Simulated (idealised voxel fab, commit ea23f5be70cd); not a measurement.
Proc. module: voxel self aligned contacts
Square cells of 5 nm make up the cross-section cut, whose width is 230 nm.
A cross-section is written here as square cells arranged in a grid, and it is given in bands from the top down, each band taking up one or more rows of cells. What a band's entry tells you: where the top is and where the bottom is, as heights in nm, and after that what lies inside, material by material from left to right, each with its width in nm. Empty space is written as the word "air", and a single material marked with the word "full width" occupies the band from edge to edge. Ref level 0: as-received wafer is one material below here. Bottom band extends down with no lower bound ("0 down"). The expression "30..40" gives the width at the extremes of the band, the first number at its top row of cells and the second at its bottom row, with the width changing by equal amounts from each row to the next in between. Step marked "no modification"? Then no cell in the cross-section changed in it. "Enclosed void entries": empty spaces of 8 cells or more with no open way to the top, each given as width x height at distance, distance from the left edge, all in nm. Whatever follows a step's settings on its line is a remark the simulator itself makes about that step. "overlay nm" denotes, for a step that has a mask, the displacement of the mask to the right of its planned place, with negative values corresponding to the left.

THE PLANNED PROCESS STEPS ARE ENUMERATED HEREUNDER
step 1: RECEIVE: material Si
step 2: OXIDIZE: depth nm 5
step 3: DIRECTIONAL_DEP: material polySi, thk nm 25
step 4: DIRECTIONAL_DEP: material SiN, thk nm 15
step 5: MASKED_ETCH: tone cover, mask id GATE, width nm 30, pitch nm 65, etch materials SiN, depth nm 15, overlay nm 0
step 6: MASKED_ETCH: tone cover, mask id GATE, width nm 30, pitch nm 65, etch materials polySi, depth nm 25, overlay nm 0
step 7: CONFORMAL_DEP: material SiN, thk nm 5
step 8: DIRECTIONAL_ETCH: etch materials SiN, depth nm 5
step 9: FILL_DEP: material SiO2, thk nm 20
step 10: CMP: height nm 50
step 11: MASKED_ETCH: tone open, mask id CONTACT, width nm 45, pitch nm 65, etch materials SiO2, depth nm 55, overlay nm 0
step 12: CONFORMAL_DEP: material TiN, thk nm 5
step 13: FILL_DEP: material Ru, thk nm 5
step 14: CMP: height nm 50
step 15: CONFORMAL_DEP: material SiCN, thk nm 5

AS RECEIVED, AFTER STEP 1
- 0 down: Si full width
- Enclosed void entries: none

MODULE COMPLETE - CROSS-SECTION OF THE FIRST OF TWO WAFERS, RUN ACCORDING TO PLAN
- 55 to 50: SiCN full width
- 50 to 40: 60 of SiO2, then 5..15 of TiN, then 35..15 of Ru, then 5..15 of TiN, then 20 of SiO2, then 5..15 of TiN, then 35..15 of Ru, then 5..15 of TiN, then 60 of SiO2
- 40 to 25: 30 of SiO2, then 40 of SiN, then 5 of TiN, then 15 of Ru, then 5 of TiN, then 40 of SiN, then 5 of TiN, then 15 of Ru, then 5 of TiN, then 40 of SiN, then 30 of SiO2
- 25 to 0: 30 of SiO2, then 5 of SiN, then 30 of polySi, then 5 of SiN, then 5 of TiN, then 15 of Ru, then 5 of TiN, then 5 of SiN, then 30 of polySi, then 5 of SiN, then 5 of TiN, then 15 of Ru, then 5 of TiN, then 5 of SiN, then 30 of polySi, then 5 of SiN, then 30 of SiO2
- 0 to -5: 70 of SiO2, then 25 of TiN, then 40 of SiO2, then 25 of TiN, then 70 of SiO2
- -5 down: Si full width
- Enclosed void entries: none

WHAT THE SECOND WAFER LOOKS LIKE IN CROSS-SECTION ONCE THE MODULE IS DONE. ITS START AND ITS PLAN MATCHED THE FIRST WAFER'S EXACTLY; WHAT DIFFERED WAS ONE MISTAKE IN HOW IT WAS RUN
- 55 to 50: SiCN full width
- 50 to 45: 60 of SiO2, then 5 of TiN, then 35 of Ru, then 5 of TiN, then 20 of SiO2, then 5 of TiN, then 35 of Ru, then 5 of TiN, then 60 of SiO2
- 45 to 40: 60 of SiO2, then 45 of TiN, then 20 of SiO2, then 45 of TiN, then 60 of SiO2
- 40 to 25: SiCN full width
- 25 to 0: polySi full width
- 0 to -5: SiO2 full width
- -5 down: Si full width
- Enclosed void entries: none
Processing error: off-plan run, step 4, actual operation and settings DIRECTIONAL_DEP: material SiCN, thk nm 15
Materials where the second wafer ends with more or fewer cells than the first: Ru -54 | SiCN +138 | SiN -102 | SiO2 -86 | TiN -36 | polySi +140
